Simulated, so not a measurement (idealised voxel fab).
The following process module bears the name voxel self aligned vias.
The figure presents cross-section cut, which has a width of 280 nm and is divided into square cells with an edge length of 5 nm.
In what follows, cross-sections appear as grids of square cells, described through bands that run from the top down, where every band is one or more rows of cells. For a band, the entry starts with two heights in nm, that of the top and then that of the bottom, and carries on with the band's materials in order from left to right, each alongside its width in nm; the word "full width" beside a single material means it fills the band edge to edge, and "air" means empty space. It should be noted that heights are counted from 0, beneath which the wafer as supplied is of one material throughout, and that the lowest band possesses no lower boundary but continues downward, as written in "top 0, no bottom". Note: "30->40" means the width goes from the first number (top row of the band) to the second number (bottom row) in equal steps per row of cells. Any step labelled "no modification" changed none of the cells in the cross-section. Reported under the label "Enclosed empty spaces" are the empty spaces having no open way to the top and comprising 8 cells or more; the notation for each is width x height at distance, in which the distance is measured from the left edge and all three values are in nm. On a step's line, text after the settings is the simulator commenting on that step. "overlay nm" denotes, for a step that has a mask, the displacement of the mask to the right of its planned place, with negative values corresponding to the left.

# Steps in the process plan
step 1: RECEIVE: material Si
step 2: CONFORMAL_DEP: material SiO2, thk nm 15
step 3: CONFORMAL_DEP: material SiCN, thk nm 5
step 4: DIRECTIONAL_DEP: material SiO2, thk nm 30
step 5: MASKED_ETCH: tone open, mask id LINES, width nm 30, pitch nm 65, etch materials SiO2, depth nm 30, overlay nm 0
step 6: CONFORMAL_DEP: material TiN, thk nm 5
step 7: FILL_DEP: material Ru, thk nm 5
step 8: CMP: height nm 50
step 9: SELECTIVE_ETCH: etch materials W Ru TiN, depth nm 5
step 10: FILL_DEP: material SiN, thk nm 5
step 11: CMP: height nm 50
step 12: DIRECTIONAL_DEP: material SiO2, thk nm 15
step 13: MASKED_ETCH: tone open, mask id VIAS, width nm 40, pitch nm 130, etch materials SiO2, depth nm 15, overlay nm 0
step 14: MASKED_ETCH: tone open, mask id VIAS, width nm 40, pitch nm 130, etch materials SiN, depth nm 5, overlay nm 0
step 15: CONFORMAL_DEP: material TiN, thk nm 5
step 16: FILL_DEP: material Ru, thk nm 5
step 17: CMP: height nm 65
step 18: CONFORMAL_DEP: material SiN, thk nm 5

# As-received state of the wafer in cross-section, equivalent to post-step 1
	top 0, no bottom  Si full width
	Enclosed empty spaces: none

# The first of two wafers, cross-sectioned at the end of the module, with the run proceeding as planned
	top 70, bottom 65  SiN full width
	top 65, bottom 55  SiO2: 55, TiN: 5, Ru: 30, TiN: 5, SiO2: 90, TiN: 5, Ru: 30, TiN: 5, SiO2: 55
	top 55, bottom 50  SiO2: 55, TiN: 10, Ru: 20, TiN: 10, SiO2: 90, TiN: 10, Ru: 20, TiN: 10, SiO2: 55
	top 50, bottom 45  SiO2: 60, TiN: 30, SiO2: 35, SiN: 30, SiO2: 35, TiN: 30, SiO2: 60
	top 45, bottom 25  SiO2: 60, TiN: 5, Ru: 20, TiN: 5, SiO2: 35, TiN: 5, Ru: 20, TiN: 5, SiO2: 35, TiN: 5, Ru: 20, TiN: 5, SiO2: 60
	top 25, bottom 20  SiO2: 60, TiN: 30, SiO2: 35, TiN: 30, SiO2: 35, TiN: 30, SiO2: 60
	top 20, bottom 15  SiCN full width
	top 15, bottom 0  SiO2 full width
	top 0, no bottom  Si full width
	Enclosed empty spaces: none

# End of module, second wafer, cross-section. Started like the first, planned like the first, run with one mistake
	top 70, bottom 65  SiN full width
	top 65, bottom 55  SiO2: 55, TiN: 5, Ru: 30, TiN: 5, SiO2: 90, TiN: 5, Ru: 30, TiN: 5, SiO2: 55
	top 55, bottom 50  SiO2: 55, TiN: 15, Ru: 15, TiN: 10, SiO2: 90, TiN: 15, Ru: 15, TiN: 10, SiO2: 55
	top 50, bottom 45  SiO2: 60, SiN: 5, TiN: 25, SiO2: 35, SiN: 30, SiO2: 35, SiN: 5, TiN: 25, SiO2: 60
	top 45, bottom 25  SiO2: 60, TiN: 5, Ru: 20, TiN: 5, SiO2: 35, TiN: 5, Ru: 20, TiN: 5, SiO2: 35, TiN: 5, Ru: 20, TiN: 5, SiO2: 60
	top 25, bottom 20  SiO2: 60, TiN: 30, SiO2: 35, TiN: 30, SiO2: 35, TiN: 30, SiO2: 60
	top 20, bottom 15  SiCN full width
	top 15, bottom 0  SiO2 full width
	top 0, no bottom  Si full width
	Enclosed empty spaces: none
It is concluded that the wafer was processed incorrectly with respect to the plan, in that step 14: run off-plan, actual operation and settings MASKED_ETCH: tone open, mask id VIAS, width nm 40, pitch nm 130, etch materials SiN, depth nm 5, overlay nm 10
Final cells, second wafer relative to first, materials higher or lower: -2 Ru | +2 SiN
